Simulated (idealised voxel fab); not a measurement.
A process module follows: voxel capacitor over wiring.
Pictured: cross-section cut, 210 nm wide, on a grid of 5 nm square cells.
When this document writes out a cross-section, it uses a grid of square cells and lists it as bands, beginning at the top and moving down, with a band standing for one or more rows of cells. Look at the band entry: it leads with the top's height and the bottom's height in nm. Then it lists the materials left to right, with a width in nm for each. The word "all across" on a single material says that material fills the band edge to edge. The word "blank" is empty space. Ref level 0: as-received wafer is one material below here. Bottom band extends down with no lower bound ("0 nm and below"). Width spec "30..40" -> top row of cells at first value, bottom row at second value, equal per-row change in between. A step reported as "nothing different" is a step in which no cell of the cross-section changed. This entry, "Unvented cavities", enumerates those empty regions of no fewer than 8 cells that possess no open connection to the top. Each region is reported in the form width x height at distance, the distance being taken from the left edge, with all three quantities expressed in nm. Anything after a step's settings on that line? It's the simulator's own note about the step. overlay nm: how far to the right of its planned place the mask lay on this masked step (negative: to the left). Pairs from here to the end. Each: cross-section before one process step, cross-section after it, the latter only as far down as the lowest band that changed. Under each: the step between, and its settings. Mind that the pairs may be taken from different runs of this module on the same starting wafer; whether a pair continues from the pair above depends on its entry headed "before", and it does only where that entry says so.

BEFORE
  115 nm to 95 nm | 55 blank, then 70 resist, then 85 blank
  95 nm to 80 nm | 55 blank, then 70 aC, then 85 blank
  80 nm to 75 nm | TiN all across
  75 nm to 70 nm | Al2O3 all across
  70 nm to 65 nm | TiN all across
  65 nm to 45 nm | 55 SiO2, then 15 Ru, then 140 SiO2
  45 nm to 40 nm | 55 SiCN, then 15 Ru, then 140 SiCN
  40 nm to 35 nm | 50 TiN, then 15 Ru, then 75 TiN, then 15 Ru, then 55 TiN
  35 nm to 10 nm | 45 lowk, then 5 TiN, then 15 Ru, then 5 TiN, then 65 lowk, then 5 TiN, then 15 Ru, then 5 TiN, then 50 lowk
  10 nm to 5 nm | 45 SiCN, then 25 TiN, then 65 SiCN, then 25 TiN, then 50 SiCN
  5 nm to 0 nm | SiO2 all across
  0 nm and below | Si all across
  Unvented cavities: none

SECTION AFTER PROCESSING
  95 nm to 80 nm | 55 blank, then 70 aC, then 85 blank
  Heights below 80 show no change.
  Unvented cavities: none
The step carried out between the cross-section before it and the cross-section after it, both shown above, is STRIP, etch materials resist

before: identical to the post-step cross-section of the immediately preceding pair.

SECTION AFTER PROCESSING
  95 nm to 80 nm | 55 blank, then 70 aC, then 85 blank
  80 nm to 75 nm | 55 blank, then 70 TiN, then 85 blank
  Heights below 75 show no change.
  Unvented cavities: none
The step carried out between the cross-section before it and the cross-section after it, both shown above, is DIRECTIONAL_ETCH, etch materials TiN, depth nm 5

before: identical to the post-step cross-section of the immediately preceding pair.

SECTION AFTER PROCESSING
  95 nm to 80 nm | 55 blank, then 70 aC, then 85 blank
  80 nm to 75 nm | 55 blank, then 70 TiN, then 85 blank
  75 nm to 70 nm | 55 blank, then 70 Al2O3, then 85 blank
  Heights below 70 show no change.
  Unvented cavities: none
The step carried out between the cross-section before it and the cross-section after it, both shown above, is DIRECTIONAL_ETCH, etch materials Al2O3, depth nm 5

before: identical to the post-step cross-section of the immediately preceding pair.

SECTION AFTER PROCESSING
  80 nm to 75 nm | 55 blank, then 70 TiN, then 85 blank
  Heights below 75 show no change.
  Unvented cavities: none
The step carried out between the cross-section before it and the cross-section after it, both shown above, is STRIP, etch materials aC

before: identical to the post-step cross-section of the immediately preceding pair.

SECTION AFTER PROCESSING
  90 nm to 80 nm | 55 blank, then 70 aC, then 85 blank
  80 nm to 75 nm | 55 aC, then 70 TiN, then 85 aC
  75 nm to 70 nm | 55 aC, then 70 Al2O3, then 85 aC
  Heights below 70 show no change.
  Unvented cavities: none
The step carried out between the cross-section before it and the cross-section after it, both shown above, is DIRECTIONAL_DEP, material aC, thk nm 10

before: identical to the post-step cross-section of the immediately preceding pair.

SECTION AFTER PROCESSING
  115 nm to 90 nm | 50 blank, then 80 resist, then 80 blank
  90 nm to 80 nm | 50 blank, then 5 resist, then 70 aC, then 5 resist, then 80 blank
  Heights below 80 show no change.
  Unvented cavities: none
The step carried out between the cross-section before it and the cross-section after it, both shown above, is PATTERN, tone cover, mask id LOWER_PLATE, material resist, width nm 80, thk nm 25, overlay nm 0

before: identical to the post-step cross-section of the immediately preceding pair.

SECTION AFTER PROCESSING
  105 nm to 90 nm | 50 blank, then 80 resist, then 80 blank
  90 nm to 80 nm | 50 blank, then 5 resist, then 70 aC, then 5 resist, then 80 blank
  80 nm to 75 nm | 50 blank, then 5 aC, then 70 TiN, then 5 aC, then 80 blank
  75 nm to 70 nm | 50 blank, then 5 aC, then 70 Al2O3, then 5 aC, then 80 blank
  Heights below 70 show no change.
  Unvented cavities: none
The step carried out between the cross-section before it and the cross-section after it, both shown above, is DIRECTIONAL_ETCH, etch materials aC, depth nm 10

before: identical to the post-step cross-section of the immediately preceding pair.

SECTION AFTER PROCESSING
  90 nm to 80 nm | 55 blank, then 70 aC, then 85 blank
  Heights below 80 show no change.
  Unvented cavities: none
The step carried out between the cross-section before it and the cross-section after it, both shown above, is STRIP, etch materials resist

before: identical to the post-step cross-section of the immediately preceding pair.

SECTION AFTER PROCESSING
  90 nm to 80 nm | 55 blank, then 70 aC, then 85 blank
  80 nm to 75 nm | 50 blank, then 5 aC, then 70 TiN, then 5 aC, then 80 blank
  75 nm to 70 nm | 50 blank, then 5 aC, then 70 Al2O3, then 5 aC, then 80 blank
  70 nm to 65 nm | 50 blank, then 80 TiN, then 80 blank
  Heights below 65 show no change.
  Unvented cavities: none
The step carried out between the cross-section before it and the cross-section after it, both shown above, is DIRECTIONAL_ETCH, etch materials TiN, depth nm 5

before: identical to the post-step cross-section of the immediately preceding pair.

SECTION AFTER PROCESSING
  80 nm to 75 nm | 55 blank, then 70 TiN, then 85 blank
  75 nm to 70 nm | 55 blank, then 70 Al2O3, then 85 blank
  Heights below 70 show no change.
  Unvented cavities: none
The step carried out between the cross-section before it and the cross-section after it, both shown above, is STRIP, etch materials aC

before: identical to the post-step cross-section of the immediately preceding pair.

SECTION AFTER PROCESSING
  100 nm to 80 nm | SiO2 all across
  80 nm to 75 nm | 55 SiO2, then 70 TiN, then 85 SiO2
  75 nm to 70 nm | 55 SiO2, then 70 Al2O3, then 85 SiO2
  70 nm to 65 nm | 50 SiO2, then 80 TiN, then 80 SiO2
  Heights below 65 show no change.
  Unvented cavities: none
The step carried out between the cross-section before it and the cross-section after it, both shown above, is FILL_DEP, material SiO2, thk nm 20

before: identical to the post-step cross-section of the immediately preceding pair.

SECTION AFTER PROCESSING
  95 nm to 80 nm | SiO2 all across
  Heights below 80 show no change.
  Unvented cavities: none
The step carried out between the cross-section before it and the cross-section after it, both shown above, is CMP, height nm 95

before: identical to the post-step cross-section of the immediately preceding pair.

SECTION AFTER PROCESSING
  115 nm to 95 nm | 65 resist, then 15 blank, then 130 resist
  Heights below 95 show no change.
  Unvented cavities: none
The step carried out between the cross-section before it and the cross-section after it, both shown above, is PATTERN, tone open, mask id PLUG_2, material resist, width nm 15, thk nm 20, overlay nm 0

before: identical to the post-step cross-section of the immediately preceding pair.

SECTION AFTER PROCESSING
  115 nm to 95 nm | 65 resist, then 15 blank, then 130 resist
  95 nm to 80 nm | 65 SiO2, then 15 blank, then 130 SiO2
  Heights below 80 show no change.
  Unvented cavities: none
The step carried out between the cross-section before it and the cross-section after it, both shown above, is DIRECTIONAL_ETCH, etch materials SiO2, depth nm 15

before: identical to the post-step cross-section of the immediately preceding pair.

SECTION AFTER PROCESSING
  95 nm to 80 nm | 65 SiO2, then 15 blank, then 130 SiO2
  Heights below 80 show no change.
  Unvented cavities: none
The step carried out between the cross-section before it and the cross-section after it, both shown above, is STRIP, etch materials resist

before: identical to the post-step cross-section of the immediately preceding pair.

SECTION AFTER PROCESSING
  100 nm to 95 nm | 70 TiN, then 5 blank, then 135 TiN
  95 nm to 85 nm | 65 SiO2, then 5 TiN, then 5 blank, then 5 TiN, then 130 SiO2
  85 nm to 75 nm | 65..55 SiO2, then 15..70 TiN, then 130..85 SiO2
  Heights below 75 show no change.
  Unvented cavities: none
The step carried out between the cross-section before it and the cross-section after it, both shown above, is CONFORMAL_DEP, material TiN, thk nm 5

before: identical to the post-step cross-section of the immediately preceding pair.

SECTION AFTER PROCESSING
  110 nm to 100 nm | W all across
  100 nm to 95 nm | 70 TiN, then 5 W, then 135 TiN
  95 nm to 85 nm | 65 SiO2, then 5 TiN, then 5 W, then 5 TiN, then 130 SiO2
  Heights below 85 show no change.
  Unvented cavities: none
The step carried out between the cross-section before it and the cross-section after it, both shown above, is FILL_DEP, material W, thk nm 10

before: identical to the post-step cross-section of the immediately preceding pair.

SECTION AFTER PROCESSING
  95 nm to 85 nm | 65 SiO2, then 5 TiN, then 5 W, then 5 TiN, then 130 SiO2
  Heights below 85 show no change.
  Unvented cavities: none
The step carried out between the cross-section before it and the cross-section after it, both shown above, is CMP, height nm 95

before: identical to the post-step cross-section of the immediately preceding pair.

SECTION AFTER PROCESSING
  100 nm to 95 nm | SiN all across
  Heights below 95 show no change.
  Unvented cavities: none
The step carried out between the cross-section before it and the cross-section after it, both shown above, is CONFORMAL_DEP, material SiN, thk nm 5

BEFORE
  40 nm to 15 nm | lowk all across
  15 nm to 10 nm | SiCN all across
  10 nm to 0 nm | SiO2 all across
  0 nm and below | Si all across
  Unvented cavities: none

SECTION AFTER PROCESSING
  60 nm to 40 nm | 45 resist, then 30 blank, then 60 resist, then 30 blank, then 45 resist
  Heights below 40 show no change.
  Unvented cavities: none
The step carried out between the cross-section before it and the cross-section after it, both shown above, is PATTERN, tone open, mask id METAL_1, material resist, width nm 30, pitch nm 90, thk nm 20, overlay nm 0

before: identical to the post-step cross-section of the immediately preceding pair.

SECTION AFTER PROCESSING
  60 nm to 40 nm | 45 resist, then 30 blank, then 60 resist, then 30 blank, then 45 resist
  40 nm to 15 nm | 45 lowk, then 30 blank, then 60 lowk, then 30 blank, then 45 lowk
  Heights below 15 show no change.
  Unvented cavities: none
The step carried out between the cross-section before it and the cross-section after it, both shown above, is DIRECTIONAL_ETCH, etch materials lowk, depth nm 25

before: identical to the post-step cross-section of the immediately preceding pair.

SECTION AFTER PROCESSING
  60 nm to 40 nm | 45 resist, then 30 blank, then 60 resist, then 30 blank, then 45 resist
  40 nm to 15 nm | 45 lowk, then 30 blank, then 60 lowk, then 30 blank, then 45 lowk
  15 nm to 10 nm | 45 SiCN, then 30 blank, then 60 SiCN, then 30 blank, then 45 SiCN
  Heights below 10 show no change.
  Unvented cavities: none
The step carried out between the cross-section before it and the cross-section after it, both shown above, is DIRECTIONAL_ETCH, etch materials SiCN, depth nm 5

before: identical to the post-step cross-section of the immediately preceding pair.

SECTION AFTER PROCESSING
  40 nm to 15 nm | 45 lowk, then 30 blank, then 60 lowk, then 30 blank, then 45 lowk
  Heights below 15 show no change.
  Unvented cavities: none
The step carried out between the cross-section before it and the cross-section after it, both shown above, is STRIP, etch materials resist

before: identical to the post-step cross-section of the immediately preceding pair.

SECTION AFTER PROCESSING
  45 nm to 40 nm | 50 TiN, then 20 blank, then 70 TiN, then 20 blank, then 50 TiN
  40 nm to 15 nm | 45 lowk, then 5 TiN, then 20 blank, then 5 TiN, then 60 lowk, then 5 TiN, then 20 blank, then 5 TiN, then 45 lowk
  15 nm to 10 nm | 45 SiCN, then 30 TiN, then 60 SiCN, then 30 TiN, then 45 SiCN
  Heights below 10 show no change.
  Unvented cavities: none
The step carried out between the cross-section before it and the cross-section after it, both shown above, is CONFORMAL_DEP, material TiN, thk nm 5

before: identical to the post-step cross-section of the immediately preceding pair.

SECTION AFTER PROCESSING
  55 nm to 45 nm | Ru all across
  45 nm to 40 nm | 50 TiN, then 20 Ru, then 70 TiN, then 20 Ru, then 50 TiN
  40 nm to 15 nm | 45 lowk, then 5 TiN, then 20 Ru, then 5 TiN, then 60 lowk, then 5 TiN, then 20 Ru, then 5 TiN, then 45 lowk
  Heights below 15 show no change.
  Unvented cavities: none
The step carried out between the cross-section before it and the cross-section after it, both shown above, is FILL_DEP, material Ru, thk nm 10

before: identical to the post-step cross-section of the immediately preceding pair.

SECTION AFTER PROCESSING
  40 nm to 15 nm | 45 lowk, then 5 TiN, then 20 Ru, then 5 TiN, then 60 lowk, then 5 TiN, then 20 Ru, then 5 TiN, then 45 lowk
  Heights below 15 show no change.
  Unvented cavities: none
The step carried out between the cross-section before it and the cross-section after it, both shown above, is CMP, height nm 40

before: identical to the post-step cross-section of the immediately preceding pair.

SECTION AFTER PROCESSING
  45 nm to 40 nm | SiCN all across
  Heights below 40 show no change.
  Unvented cavities: none
The step carried out between the cross-section before it and the cross-section after it, both shown above, is CONFORMAL_DEP, material SiCN, thk nm 5

before: identical to the post-step cross-section of the immediately preceding pair.

SECTION AFTER PROCESSING
  65 nm to 45 nm | SiO2 all across
  Heights below 45 show no change.
  Unvented cavities: none
The step carried out between the cross-section before it and the cross-section after it, both shown above, is DIRECTIONAL_DEP, material SiO2, thk nm 20

before: identical to the post-step cross-section of the immediately preceding pair.

SECTION AFTER PROCESSING
  85 nm to 65 nm | 55 resist, then 15 blank, then 140 resist
  Heights below 65 show no change.
  Unvented cavities: none
The step carried out between the cross-section before it and the cross-section after it, both shown above, is PATTERN, tone open, mask id PLUG_1, material resist, width nm 15, thk nm 20, overlay nm 0

before: identical to the post-step cross-section of the immediately preceding pair.

SECTION AFTER PROCESSING
  85 nm to 65 nm | 55 resist, then 15 blank, then 140 resist
  65 nm to 45 nm | 55 SiO2, then 15 blank, then 140 SiO2
  Heights below 45 show no change.
  Unvented cavities: none
The step carried out between the cross-section before it and the cross-section after it, both shown above, is DIRECTIONAL_ETCH, etch materials SiO2, depth nm 20

before: identical to the post-step cross-section of the immediately preceding pair.

SECTION AFTER PROCESSING
  85 nm to 65 nm | 55 resist, then 15 blank, then 140 resist
  65 nm to 45 nm | 55 SiO2, then 15 blank, then 140 SiO2
  45 nm to 40 nm | 55 SiCN, then 15 blank, then 140 SiCN
  Heights below 40 show no change.
  Unvented cavities: none
The step carried out between the cross-section before it and the cross-section after it, both shown above, is DIRECTIONAL_ETCH, etch materials SiCN, depth nm 5

before: identical to the post-step cross-section of the immediately preceding pair.

SECTION AFTER PROCESSING
  65 nm to 45 nm | 55 SiO2, then 15 blank, then 140 SiO2
  Heights below 45 show no change.
  Unvented cavities: none
The step carried out between the cross-section before it and the cross-section after it, both shown above, is STRIP, etch materials resist

before: identical to the post-step cross-section of the immediately preceding pair.

SECTION AFTER PROCESSING
  65 nm to 50 nm | 55 SiO2, then 15 blank, then 140 SiO2
  50 nm to 45 nm | 55 SiO2, then 15 Ru, then 140 SiO2
  45 nm to 40 nm | 55 SiCN, then 15 Ru, then 140 SiCN
  Heights below 40 show no change.
  Unvented cavities: none
The step carried out between the cross-section before it and the cross-section after it, both shown above, is EPI, material Ru, thk nm 10

before: identical to the post-step cross-section of the immediately preceding pair.

SECTION AFTER PROCESSING
  65 nm to 60 nm | 55 SiO2, then 15 blank, then 140 SiO2
  60 nm to 45 nm | 55 SiO2, then 15 Ru, then 140 SiO2
  Heights below 45 show no change.
  Unvented cavities: none
The step carried out between the cross-section before it and the cross-section after it, both shown above, is EPI, material Ru, thk nm 10

before: identical to the post-step cross-section of the immediately preceding pair.

SECTION AFTER PROCESSING
  65 nm to 45 nm | 55 SiO2, then 15 Ru, then 140 SiO2
  Heights below 45 show no change.
  Unvented cavities: none
The step carried out between the cross-section before it and the cross-section after it, both shown above, is EPI, material Ru, thk nm 5

before: identical to the post-step cross-section of the immediately preceding pair.

SECTION AFTER PROCESSING
  70 nm to 65 nm | TiN all across
  Heights below 65 show no change.
  Unvented cavities: none
The step carried out between the cross-section before it and the cross-section after it, both shown above, is DIRECTIONAL_DEP, material TiN, thk nm 5

before: identical to the post-step cross-section of the immediately preceding pair.

SECTION AFTER PROCESSING
  75 nm to 70 nm | Al2O3 all across
  Heights below 70 show no change.
  Unvented cavities: none
The step carried out between the cross-section before it and the cross-section after it, both shown above, is DIRECTIONAL_DEP, material Al2O3, thk nm 5

before: identical to the post-step cross-section of the immediately preceding pair.

SECTION AFTER PROCESSING
  80 nm to 75 nm | TiN all across
  Heights below 75 show no change.
  Unvented cavities: none
The step carried out between the cross-section before it and the cross-section after it, both shown above, is DIRECTIONAL_DEP, material TiN, thk nm 5

before: identical to the post-step cross-section of the immediately preceding pair.

SECTION AFTER PROCESSING
  95 nm to 80 nm | aC all across
  Heights below 80 show no change.
  Unvented cavities: none
The step carried out between the cross-section before it and the cross-section after it, both shown above, is DIRECTIONAL_DEP, material aC, thk nm 15

before: identical to the post-step cross-section of the immediately preceding pair.

SECTION AFTER PROCESSING
  130 nm to 95 nm | 55 blank, then 70 resist, then 85 blank
  Heights below 95 show no change.
  Unvented cavities: none
The step carried out between the cross-section before it and the cross-section after it, both shown above, is PATTERN, tone cover, mask id UPPER_PLATE, material resist, width nm 70, thk nm 35, overlay nm 0

before: identical to the post-step cross-section of the immediately preceding pair.

SECTION AFTER PROCESSING
  115 nm to 95 nm | 55 blank, then 70 resist, then 85 blank
  95 nm to 80 nm | 55 blank, then 70 aC, then 85 blank
  Heights below 80 show no change.
  Unvented cavities: none
The step carried out between the cross-section before it and the cross-section after it, both shown above, is DIRECTIONAL_ETCH, etch materials aC, depth nm 15

before: identical to the post-step cross-section of the immediately preceding pair.

SECTION AFTER PROCESSING
  95 nm to 80 nm | 55 blank, then 70 aC, then 85 blank
  Heights below 80 show no change.
  Unvented cavities: none
The step carried out between the cross-section before it and the cross-section after it, both shown above, is STRIP, etch materials resist

before: identical to the post-step cross-section of the immediately preceding pair.

SECTION AFTER PROCESSING
  95 nm to 80 nm | 55 blank, then 70 aC, then 85 blank
  80 nm to 75 nm | 55 blank, then 70 TiN, then 85 blank
  Heights below 75 show no change.
  Unvented cavities: none
The step carried out between the cross-section before it and the cross-section after it, both shown above, is DIRECTIONAL_ETCH, etch materials TiN, depth nm 5

before: identical to the post-step cross-section of the immediately preceding pair.

SECTION AFTER PROCESSING
  95 nm to 80 nm | 55 blank, then 70 aC, then 85 blank
  80 nm to 75 nm | 55 blank, then 70 TiN, then 85 blank
  75 nm to 70 nm | 55 blank, then 70 Al2O3, then 85 blank
  Heights below 70 show no change.
  Unvented cavities: none
The step carried out between the cross-section before it and the cross-section after it, both shown above, is DIRECTIONAL_ETCH, etch materials Al2O3, depth nm 5

before: identical to the post-step cross-section of the immediately preceding pair.

SECTION AFTER PROCESSING
  80 nm to 75 nm | 55 blank, then 70 TiN, then 85 blank
  Heights below 75 show no change.
  Unvented cavities: none
The step carried out between the cross-section before it and the cross-section after it, both shown above, is STRIP, etch materials aC

before: identical to the post-step cross-section of the immediately preceding pair.

SECTION AFTER PROCESSING
  90 nm to 80 nm | 55 blank, then 70 aC, then 85 blank
  80 nm to 75 nm | 55 aC, then 70 TiN, then 85 aC
  75 nm to 70 nm | 55 aC, then 70 Al2O3, then 85 aC
  Heights below 70 show no change.
  Unvented cavities: none
The step carried out between the cross-section before it and the cross-section after it, both shown above, is DIRECTIONAL_DEP, material aC, thk nm 10

before: identical to the post-step cross-section of the immediately preceding pair.

SECTION AFTER PROCESSING
  115 nm to 90 nm | 50 blank, then 80 resist, then 80 blank
  90 nm to 80 nm | 50 blank, then 5 resist, then 70 aC, then 5 resist, then 80 blank
  Heights below 80 show no change.
  Unvented cavities: none
The step carried out between the cross-section before it and the cross-section after it, both shown above, is PATTERN, tone cover, mask id LOWER_PLATE, material resist, width nm 80, thk nm 25, overlay nm 0

before: identical to the post-step cross-section of the immediately preceding pair.

SECTION AFTER PROCESSING
  105 nm to 90 nm | 50 blank, then 80 resist, then 80 blank
  90 nm to 80 nm | 50 blank, then 5 resist, then 70 aC, then 5 resist, then 80 blank
  80 nm to 75 nm | 50 blank, then 5 aC, then 70 TiN, then 5 aC, then 80 blank
  75 nm to 70 nm | 50 blank, then 5 aC, then 70 Al2O3, then 5 aC, then 80 blank
  Heights below 70 show no change.
  Unvented cavities: none
The step carried out between the cross-section before it and the cross-section after it, both shown above, is DIRECTIONAL_ETCH, etch materials aC, depth nm 10

before: identical to the post-step cross-section of the immediately preceding pair.

SECTION AFTER PROCESSING
  90 nm to 80 nm | 55 blank, then 70 aC, then 85 blank
  Heights below 80 show no change.
  Unvented cavities: none
The step carried out between the cross-section before it and the cross-section after it, both shown above, is STRIP, etch materials resist

before: identical to the post-step cross-section of the immediately preceding pair.

SECTION AFTER PROCESSING
  90 nm to 80 nm | 55 blank, then 70 aC, then 85 blank
  80 nm to 75 nm | 50 blank, then 5 aC, then 70 TiN, then 5 aC, then 80 blank
  75 nm to 70 nm | 50 blank, then 5 aC, then 70 Al2O3, then 5 aC, then 80 blank
  70 nm to 65 nm | 50 blank, then 80 TiN, then 80 blank
  Heights below 65 show no change.
  Unvented cavities: none
The step carried out between the cross-section before it and the cross-section after it, both shown above, is DIRECTIONAL_ETCH, etch materials TiN, depth nm 5

before: identical to the post-step cross-section of the immediately preceding pair.

SECTION AFTER PROCESSING
  80 nm to 75 nm | 55 blank, then 70 TiN, then 85 blank
  75 nm to 70 nm | 55 blank, then 70 Al2O3, then 85 blank
  Heights below 70 show no change.
  Unvented cavities: none
The step carried out between the cross-section before it and the cross-section after it, both shown above, is STRIP, etch materials aC

before: identical to the post-step cross-section of the immediately preceding pair.

SECTION AFTER PROCESSING
  100 nm to 80 nm | SiO2 all across
  80 nm to 75 nm | 55 SiO2, then 70 TiN, then 85 SiO2
  75 nm to 70 nm | 55 SiO2, then 70 Al2O3, then 85 SiO2
  70 nm to 65 nm | 50 SiO2, then 80 TiN, then 80 SiO2
  Heights below 65 show no change.
  Unvented cavities: none
The step carried out between the cross-section before it and the cross-section after it, both shown above, is FILL_DEP, material SiO2, thk nm 20

before: identical to the post-step cross-section of the immediately preceding pair.

SECTION AFTER PROCESSING
  95 nm to 80 nm | SiO2 all across
  Heights below 80 show no change.
  Unvented cavities: none
The step carried out between the cross-section before it and the cross-section after it, both shown above, is CMP, height nm 95

before: identical to the post-step cross-section of the immediately preceding pair.

SECTION AFTER PROCESSING
  115 nm to 95 nm | 65 resist, then 15 blank, then 130 resist
  Heights below 95 show no change.
  Unvented cavities: none
The step carried out between the cross-section before it and the cross-section after it, both shown above, is PATTERN, tone open, mask id PLUG_2, material resist, width nm 15, thk nm 20, overlay nm 0

before: identical to the post-step cross-section of the immediately preceding pair.

SECTION AFTER PROCESSING
  115 nm to 95 nm | 65 resist, then 15 blank, then 130 resist
  95 nm to 80 nm | 65 SiO2, then 15 blank, then 130 SiO2
  Heights below 80 show no change.
  Unvented cavities: none
The step carried out between the cross-section before it and the cross-section after it, both shown above, is DIRECTIONAL_ETCH, etch materials SiO2, depth nm 15

before: identical to the post-step cross-section of the immediately preceding pair.

SECTION AFTER PROCESSING
  95 nm to 80 nm | 65 SiO2, then 15 blank, then 130 SiO2
  Heights below 80 show no change.
  Unvented cavities: none
The step carried out between the cross-section before it and the cross-section after it, both shown above, is STRIP, etch materials resist

before: identical to the post-step cross-section of the immediately preceding pair.

SECTION AFTER PROCESSING
  100 nm to 95 nm | 70 TiN, then 5 blank, then 135 TiN
  95 nm to 85 nm | 65 SiO2, then 5 TiN, then 5 blank, then 5 TiN, then 130 SiO2
  85 nm to 75 nm | 65..55 SiO2, then 15..70 TiN, then 130..85 SiO2
  Heights below 75 show no change.
  Unvented cavities: none
The step carried out between the cross-section before it and the cross-section after it, both shown above, is CONFORMAL_DEP, material TiN, thk nm 5

before: identical to the post-step cross-section of the immediately preceding pair.

SECTION AFTER PROCESSING
  110 nm to 100 nm | W all across
  100 nm to 95 nm | 70 TiN, then 5 W, then 135 TiN
  95 nm to 85 nm | 65 SiO2, then 5 TiN, then 5 W, then 5 TiN, then 130 SiO2
  Heights below 85 show no change.
  Unvented cavities: none
The step carried out between the cross-section before it and the cross-section after it, both shown above, is FILL_DEP, material W, thk nm 10

before: identical to the post-step cross-section of the immediately preceding pair.

SECTION AFTER PROCESSING
  95 nm to 85 nm | 65 SiO2, then 5 TiN, then 5 W, then 5 TiN, then 130 SiO2
  Heights below 85 show no change.
  Unvented cavities: none
The step carried out between the cross-section before it and the cross-section after it, both shown above, is CMP, height nm 95

before: identical to the post-step cross-section of the immediately preceding pair.

SECTION AFTER PROCESSING
  100 nm to 95 nm | SiN all across
  Heights below 95 show no change.
  Unvented cavities: none
The step carried out between the cross-section before it and the cross-section after it, both shown above, is CONFORMAL_DEP, material SiN, thk nm 5

BEFORE
  95 nm to 80 nm | aC all across
  80 nm to 75 nm | TiN all across
  75 nm to 70 nm | Al2O3 all across
  70 nm to 65 nm | TiN all across
  65 nm to 45 nm | 55 SiO2, then 15 Ru, then 140 SiO2
  45 nm to 40 nm | 55 SiCN, then 15 Ru, then 140 SiCN
  40 nm to 15 nm | 45 lowk, then 5 TiN, then 15 Ru, then 5 TiN, then 65 lowk, then 5 TiN, then 15 Ru, then 5 TiN, then 50 lowk
  15 nm to 10 nm | 45 SiCN, then 25 TiN, then 65 SiCN, then 25 TiN, then 50 SiCN
  10 nm to 0 nm | SiO2 all across
  0 nm and below | Si all across
  Unvented cavities: none

SECTION AFTER PROCESSING
  130 nm to 95 nm | 65 blank, then 70 resist, then 75 blank
  Heights below 95 show no change.
  Unvented cavities: none
The step carried out between the cross-section before it and the cross-section after it, both shown above, is PATTERN, tone cover, mask id UPPER_PLATE, material resist, width nm 70, thk nm 35, overlay nm 10

before: identical to the post-step cross-section of the immediately preceding pair.

SECTION AFTER PROCESSING
  115 nm to 95 nm | 65 blank, then 70 resist, then 75 blank
  95 nm to 80 nm | 65 blank, then 70 aC, then 75 blank
  Heights below 80 show no change.
  Unvented cavities: none
The step carried out between the cross-section before it and the cross-section after it, both shown above, is DIRECTIONAL_ETCH, etch materials aC, depth nm 15

before: identical to the post-step cross-section of the immediately preceding pair.

SECTION AFTER PROCESSING
  95 nm to 80 nm | 65 blank, then 70 aC, then 75 blank
  Heights below 80 show no change.
  Unvented cavities: none
The step carried out between the cross-section before it and the cross-section after it, both shown above, is STRIP, etch materials resist

before: identical to the post-step cross-section of the immediately preceding pair.

SECTION AFTER PROCESSING
  95 nm to 80 nm | 65 blank, then 70 aC, then 75 blank
  80 nm to 75 nm | 65 blank, then 70 TiN, then 75 blank
  Heights below 75 show no change.
  Unvented cavities: none
The step carried out between the cross-section before it and the cross-section after it, both shown above, is DIRECTIONAL_ETCH, etch materials TiN, depth nm 5

before: identical to the post-step cross-section of the immediately preceding pair.

SECTION AFTER PROCESSING
  95 nm to 80 nm | 65 blank, then 70 aC, then 75 blank
  80 nm to 75 nm | 65 blank, then 70 TiN, then 75 blank
  75 nm to 70 nm | 65 blank, then 70 Al2O3, then 75 blank
  Heights below 70 show no change.
  Unvented cavities: none
The step carried out between the cross-section before it and the cross-section after it, both shown above, is DIRECTIONAL_ETCH, etch materials Al2O3, depth nm 5

before: identical to the post-step cross-section of the immediately preceding pair.

SECTION AFTER PROCESSING
  80 nm to 75 nm | 65 blank, then 70 TiN, then 75 blank
  Heights below 75 show no change.
  Unvented cavities: none
The step carried out between the cross-section before it and the cross-section after it, both shown above, is STRIP, etch materials aC

before: identical to the post-step cross-section of the immediately preceding pair.

SECTION AFTER PROCESSING
  90 nm to 80 nm | 65 blank, then 70 aC, then 75 blank
  80 nm to 75 nm | 65 aC, then 70 TiN, then 75 aC
  75 nm to 70 nm | 65 aC, then 70 Al2O3, then 75 aC
  Heights below 70 show no change.
  Unvented cavities: none
The step carried out between the cross-section before it and the cross-section after it, both shown above, is DIRECTIONAL_DEP, material aC, thk nm 10

before: identical to the post-step cross-section of the immediately preceding pair.

SECTION AFTER PROCESSING
  115 nm to 90 nm | 50 blank, then 80 resist, then 80 blank
  90 nm to 80 nm | 50 blank, then 15 resist, then 70 aC, then 75 blank
  Heights below 80 show no change.
  Unvented cavities: none
The step carried out between the cross-section before it and the cross-section after it, both shown above, is PATTERN, tone cover, mask id LOWER_PLATE, material resist, width nm 80, thk nm 25, overlay nm 0

before: identical to the post-step cross-section of the immediately preceding pair.

SECTION AFTER PROCESSING
  105 nm to 90 nm | 50 blank, then 80 resist, then 80 blank
  90 nm to 80 nm | 50 blank, then 15 resist, then 65 aC, then 80 blank
  80 nm to 75 nm | 50 blank, then 15 aC, then 70 TiN, then 75 blank
  75 nm to 70 nm | 50 blank, then 15 aC, then 70 Al2O3, then 75 blank
  Heights below 70 show no change.
  Unvented cavities: none
The step carried out between the cross-section before it and the cross-section after it, both shown above, is DIRECTIONAL_ETCH, etch materials aC, depth nm 10

before: identical to the post-step cross-section of the immediately preceding pair.

SECTION AFTER PROCESSING
  90 nm to 80 nm | 65 blank, then 65 aC, then 80 blank
  Heights below 80 show no change.
  Unvented cavities: none
The step carried out between the cross-section before it and the cross-section after it, both shown above, is STRIP, etch materials resist

before: identical to the post-step cross-section of the immediately preceding pair.

SECTION AFTER PROCESSING
  90 nm to 80 nm | 65 blank, then 65 aC, then 80 blank
  80 nm to 75 nm | 50 blank, then 15 aC, then 65 TiN, then 80 blank
  75 nm to 70 nm | 50 blank, then 15 aC, then 70 Al2O3, then 75 blank
  70 nm to 65 nm | 50 blank, then 85 TiN, then 75 blank
  Heights below 65 show no change.
  Unvented cavities: none
The step carried out between the cross-section before it and the cross-section after it, both shown above, is DIRECTIONAL_ETCH, etch materials TiN, depth nm 5

before: identical to the post-step cross-section of the immediately preceding pair.

SECTION AFTER PROCESSING
  80 nm to 75 nm | 65 blank, then 65 TiN, then 80 blank
  75 nm to 70 nm | 65 blank, then 70 Al2O3, then 75 blank
  Heights below 70 show no change.
  Unvented cavities: none
The step carried out between the cross-section before it and the cross-section after it, both shown above, is STRIP, etch materials aC

before: identical to the post-step cross-section of the immediately preceding pair.

SECTION AFTER PROCESSING
  100 nm to 80 nm | SiO2 all across
  80 nm to 75 nm | 65 SiO2, then 65 TiN, then 80 SiO2
  75 nm to 70 nm | 65 SiO2, then 70 Al2O3, then 75 SiO2
  70 nm to 65 nm | 50 SiO2, then 85 TiN, then 75 SiO2
  Heights below 65 show no change.
  Unvented cavities: none
The step carried out between the cross-section before it and the cross-section after it, both shown above, is FILL_DEP, material SiO2, thk nm 20
